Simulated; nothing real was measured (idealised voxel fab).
process module | voxel gate over fins
cross-section cut | 250 nm wide | cells 5 nm
A cross-section is a grid of square cells, given in bands from the top down. A band is one or more rows of cells.
Each band's line starts with the height of the band's top and of its bottom, in nm. Then come its materials from left to right, each with its width in nm. One material with "throughout" fills the band from edge to edge. "air" is empty space.
Height 0 is the level under which the wafer as received is all one material. The lowest band goes on downwards, as in "0 down".
A width such as "30 to 40" changes by the same amount from each row of cells to the next, from the band's top row to its bottom row.
"no change" after a step means that no cell of the cross-section changed.
closed voids: empty space of 8 cells or more with no open way to the top, each as width x height at its distance from the left edge, in nm
after a step's settings: what the simulator itself notes on the step
overlay nm, on a step with a mask: how far to the right of its planned place the mask lay; to the left if negative
plan
1 op RECEIVE | material Si
2 op CONFORMAL_DEP | material SiN | thk nm 10
3 op PATTERN | tone cover | mask id FINS | material resist | width nm 15 | pitch nm 50 | thk nm 20 | overlay nm 0
4 op DIRECTIONAL_ETCH | etch materials SiN | depth nm 10
5 op DIRECTIONAL_ETCH | etch materials Si | depth nm 30
6 op STRIP | etch materials resist
7 op FILL_DEP | material SiO2 | thk nm 5
8 op CMP | height nm 10
9 op MASKED_ETCH | tone open | mask id RAIL | width nm 15 | etch materials SiO2 | depth nm 35 | overlay nm 0
10 op CONFORMAL_DEP | material TiN | thk nm 5
11 op FILL_DEP | material W | thk nm 10
12 op CMP | height nm 10
13 op SELECTIVE_ETCH | etch materials W Ru TiN | depth nm 30
14 op FILL_DEP | material SiO2 | thk nm 5
15 op CMP | height nm 10
16 op SELECTIVE_ETCH | etch materials SiO2 | depth nm 25
17 op STRIP | etch materials SiN
18 op CONFORMAL_DEP | material HfO2 | thk nm 5
19 op CONFORMAL_DEP | material TiN | thk nm 5
20 op CONFORMAL_DEP | material TiAl | thk nm 5
21 op CONFORMAL_DEP | material TiN | thk nm 5
22 op FILL_DEP | material W | thk nm 15
23 op CMP | height nm 30
24 op CONFORMAL_DEP | material SiCN | thk nm 5
as received, after step 1
  0 down: Si throughout
  closed voids: none
first wafer at the end, as planned
  35 to 30: SiCN throughout
  30 to 20: W throughout
  20 to 15: W 45 | TiN 155 | W 50
  15 to 10: W 45 | TiN 5 | TiAl 45 | TiN 5 | TiAl 45 | TiN 5 | TiAl 45 | TiN 5 | W 50
  10 to 5: W 45 | TiN 5 | TiAl 5 | TiN 35 | TiAl 5 | TiN 5 | TiAl 5 | TiN 35 | TiAl 5 | TiN 5 | TiAl 5 | TiN 35 | TiAl 5 | TiN 5 | W 50
  5 to 0: TiN 50 | TiAl 5 | TiN 5 | HfO2 25 | TiN 5 | TiAl 5 | TiN 5 | TiAl 5 | TiN 5 | HfO2 25 | TiN 5 | TiAl 5 | TiN 5 | TiAl 5 | TiN 5 | HfO2 25 | TiN 5 | TiAl 5 | TiN 55
  0 to -5: TiAl 55 | TiN 5 | HfO2 5 | Si 15 | HfO2 5 | TiN 5 | TiAl 15 | TiN 5 | HfO2 5 | Si 15 | HfO2 5 | TiN 5 | TiAl 15 | TiN 5 | HfO2 5 | Si 15 | HfO2 5 | TiN 5 | TiAl 60
  -5 to -10: TiN 60 | HfO2 5 | Si 15 | HfO2 5 | TiN 25 | HfO2 5 | Si 15 | HfO2 5 | TiN 25 | HfO2 5 | Si 15 | HfO2 5 | TiN 65
  -10 to -15: HfO2 65 | Si 15 | HfO2 35 | Si 15 | HfO2 35 | Si 15 | HfO2 70
  -15 to -20: SiO2 65 | Si 15 | SiO2 35 | Si 15 | SiO2 35 | Si 15 | SiO2 70
  -20 to -25: SiO2 65 | Si 15 | SiO2 10 | TiN 15 | SiO2 10 | Si 15 | SiO2 35 | Si 15 | SiO2 70
  -25 to -30: SiO2 65 | Si 15 | SiO2 35 | Si 15 | SiO2 35 | Si 15 | SiO2 70
  -30 down: Si throughout
  closed voids: none
second wafer at the end: like start, like plan, one mistake
  35 to 30: SiCN throughout
  30 to 20: W throughout
  20 to 10: W 45 | TiN 155 | W 50
  10 to 5: W 45 | TiN 10 | TiAl 35 | TiN 15 | TiAl 35 | TiN 15 | TiAl 35 | TiN 10 | W 50
  5 to 0: TiN 55 | TiAl 5 | HfO2 25 | TiAl 5 | TiN 15 | TiAl 5 | HfO2 25 | TiAl 5 | TiN 15 | TiAl 5 | HfO2 25 | TiAl 5 | TiN 60
  0 to -5: TiN 55 | TiAl 5 | HfO2 5 | Si 15 | HfO2 5 | TiAl 5 | TiN 15 | TiAl 5 | HfO2 5 | Si 15 | HfO2 5 | TiAl 5 | TiN 15 | TiAl 5 | HfO2 5 | Si 15 | HfO2 5 | TiAl 5 | TiN 60
  -5 to -10: TiAl 60 | HfO2 5 | Si 15 | HfO2 5 | TiAl 25 | HfO2 5 | Si 15 | HfO2 5 | TiAl 25 | HfO2 5 | Si 15 | HfO2 5 | TiAl 65
  -10 to -15: HfO2 65 | Si 15 | HfO2 35 | Si 15 | HfO2 35 | Si 15 | HfO2 70
  -15 to -20: SiO2 65 | Si 15 | SiO2 35 | Si 15 | SiO2 35 | Si 15 | SiO2 70
  -20 to -25: SiO2 65 | Si 15 | SiO2 10 | TiN 15 | SiO2 10 | Si 15 | SiO2 35 | Si 15 | SiO2 70
  -25 to -30: SiO2 65 | Si 15 | SiO2 35 | Si 15 | SiO2 35 | Si 15 | SiO2 70
  -30 down: Si throughout
  closed voids: none
what went wrong: steps 19 and 20 were swapped
at the end the second wafer has, in cells: as many of each material as the first, in other places
